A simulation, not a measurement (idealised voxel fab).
process module | voxel transistor to metal
Square cells of 5 nm make up the cross-section cut, whose width is 200 nm.
When this document writes out a cross-section, it uses a grid of square cells and lists it as bands, beginning at the top and moving down, with a band standing for one or more rows of cells.
Read a band's entry like this: the first values are the height of its top and the height of its bottom in nm, and what follows is the sequence of materials from left to right, each with its width in nm. Note that "air" is empty space, and that a single material marked "full width" reaches across the band from edge to edge.
Below 0: as-received wafer, all one material; heights counted from there. Lowest band: no bottom, goes on down, written "top 0, no bottom".
Per-row width for "30 to 40": begins at first number (top row of band), ends at second number (bottom row), increment between rows held constant.
"nothing changed" (step): cross-section cells unchanged, all of them.
"Fully sealed cavities" means: voids of 8 cells or more that are shut off from the top with no open way through. Written width x height at distance, distance from the left edge, in nm.
after a step's settings: what the simulator itself notes on the step
"overlay nm" answers the question of how far to the right of plan the mask lay on a step that has a mask, and when it is negative the answer is to the left.

[Here's what the planned process steps look like]
- 1: op RECEIVE | material Si
- 2: op CONFORMAL_DEP | material SiO2 | thk nm 5
- 3: op CONFORMAL_DEP | material SiN | thk nm 15
- 4: op PATTERN | tone cover | mask id ACTIVE | material resist | width nm 100 | thk nm 15 | overlay nm 0
- 5: op DIRECTIONAL_ETCH | etch materials SiN | depth nm 15
- 6: op DIRECTIONAL_ETCH | etch materials SiO2 | depth nm 5
- 7: op DIRECTIONAL_ETCH | etch materials Si | depth nm 30
- 8: op STRIP | etch materials resist
- 9: op OXIDIZE | depth nm 5
- 10: op FILL_DEP | material SiO2 | thk nm 5
- 11: op CMP | height nm 20
- 12: op SELECTIVE_ETCH | etch materials SiO2 | depth nm 15
- 13: op STRIP | etch materials SiN
- 14: op SELECTIVE_ETCH | etch materials SiO2 | depth nm 5
- 15: op OXIDIZE | depth nm 5
- 16: op DIRECTIONAL_DEP | material polySi | thk nm 20
- 17: op DIRECTIONAL_DEP | material SiCN | thk nm 15
- 18: op PATTERN | tone cover | mask id GATE | material resist | width nm 20 | thk nm 20 | overlay nm 0
- 19: op DIRECTIONAL_ETCH | etch materials SiCN | depth nm 25
- 20: op DIRECTIONAL_ETCH | etch materials polySi | depth nm 30
- 21: op STRIP | etch materials resist
- 22: op CONFORMAL_DEP | material SiO2 | thk nm 5
- 23: op DIRECTIONAL_ETCH | etch materials SiO2 | depth nm 5
- 24: op CONFORMAL_DEP | material SiN | thk nm 5
- 25: op DIRECTIONAL_ETCH | etch materials SiN | depth nm 5
- 26: op DIRECTIONAL_ETCH | etch materials SiO2 | depth nm 5
- 27: op DIRECTIONAL_ETCH | etch materials Si | depth nm 10
- 28: op EPI | material pSi | thk nm 15
- 29: op FILL_DEP | material SiO2 | thk nm 5
- 30: op CMP | height nm 35
- 31: op DIRECTIONAL_DEP | material SiO2 | thk nm 10
- 32: op DIRECTIONAL_DEP | material aC | thk nm 15
- 33: op PATTERN | tone open | mask id CONTACT | material resist | width nm 30 | pitch nm 60 | thk nm 30 | overlay nm 0
- 34: op DIRECTIONAL_ETCH | etch materials aC | depth nm 15
- 35: op STRIP | etch materials resist
- 36: op DIRECTIONAL_ETCH | etch materials SiO2 | depth nm 45
- 37: op STRIP | etch materials aC
- 38: op CONFORMAL_DEP | material TiN | thk nm 5
- 39: op FILL_DEP | material Ru | thk nm 10
- 40: op CMP | height nm 45
- 41: op DIRECTIONAL_DEP | material TiN | thk nm 5
- 42: op DIRECTIONAL_DEP | material W | thk nm 15
- 43: op PATTERN | tone cover | mask id METAL_1 | material resist | width nm 20 | pitch nm 70 | thk nm 15 | overlay nm 0
- 44: op DIRECTIONAL_ETCH | etch materials W | depth nm 15
- 45: op DIRECTIONAL_ETCH | etch materials TiN | depth nm 5
- 46: op STRIP | etch materials resist
- 47: op FILL_DEP | material lowk | thk nm 5
- 48: op CMP | height nm 65
- 49: op CONFORMAL_DEP | material SiCN | thk nm 5
- 50: op DIRECTIONAL_DEP | material lowk | thk nm 30
- 51: op MASKED_ETCH | tone open | mask id METAL_2_HOLES | width nm 15 | pitch nm 70 | etch materials lowk | depth nm 30 | overlay nm 0
- 52: op MASKED_ETCH | tone open | mask id METAL_2 | width nm 20 | pitch nm 70 | etch materials lowk | depth nm 20 | overlay nm 0
- 53: op MASKED_ETCH | tone open | mask id METAL_2 | width nm 20 | pitch nm 70 | etch materials SiCN | depth nm 5 | overlay nm 0
- 54: op CONFORMAL_DEP | material TiN | thk nm 5
- 55: op FILL_DEP | material Ru | thk nm 5
- 56: op CMP | height nm 100
- 57: op CONFORMAL_DEP | material SiN | thk nm 5

[as received, after step 1]
    top 0, no bottom  Si full width
    Fully sealed cavities: none

[Starting structure and process plan are as shown above, but one mistake was made in running the module; the wafer cross-section at the end of the module follows]
    top 105, bottom 100  SiN full width
    top 100, bottom 85  55 lowk; 5 TiN; 10 Ru; 5 TiN; 50 lowk; 5 TiN; 10 Ru; 5 TiN; 55 lowk
    top 85, bottom 80  55 lowk; 5 TiN; 5 Ru; 10 TiN; 50 lowk; 5 TiN; 5 Ru; 10 TiN; 55 lowk
    top 80, bottom 70  55 lowk; 5 TiN; 5 Ru; 5 TiN; 55 lowk; 5 TiN; 5 Ru; 5 TiN; 60 lowk
    top 70, bottom 65  55 SiCN; 15 TiN; 55 SiCN; 15 TiN; 60 SiCN
    top 65, bottom 50  55 lowk; 20 W; 50 lowk; 20 W; 55 lowk
    top 50, bottom 45  55 lowk; 20 TiN; 50 lowk; 20 TiN; 55 lowk
    top 45, bottom 35  55 SiO2; 5 TiN; 20 to 15 Ru; 5 to 10 TiN; 30 SiO2; 5 to 10 TiN; 20 to 15 Ru; 5 TiN; 55 SiO2
    top 35, bottom 20  55 SiO2; 5 TiN; 15 Ru; 5 TiN; 5 SiN; 5 SiO2; 20 SiCN; 5 SiO2; 5 SiN; 5 TiN; 15 Ru; 5 TiN; 55 SiO2
    top 20, bottom 15  55 SiO2; 5 TiN; 15 Ru; 5 TiN; 5 SiN; 5 SiO2; 20 polySi; 5 SiO2; 5 SiN; 5 TiN; 15 Ru; 5 TiN; 55 SiO2
    top 15, bottom 10  55 SiO2; 25 TiN; 5 SiN; 5 SiO2; 20 polySi; 5 SiO2; 5 SiN; 25 TiN; 55 SiO2
    top 10, bottom 0  55 SiO2; 10 TiN; 15 pSi; 5 SiN; 5 SiO2; 20 polySi; 5 SiO2; 5 SiN; 15 pSi; 10 TiN; 55 SiO2
    top 0, bottom -5  50 SiO2; 30 pSi; 40 SiO2; 30 pSi; 50 SiO2
    top -5, bottom -15  55 SiO2; 25 pSi; 40 Si; 25 pSi; 55 SiO2
    top -15, bottom -65  55 SiO2; 90 Si; 55 SiO2
    top -65, no bottom  Si full width
    Fully sealed cavities: none
Want to know what went wrong? regarding the plan, step 7 was run twice
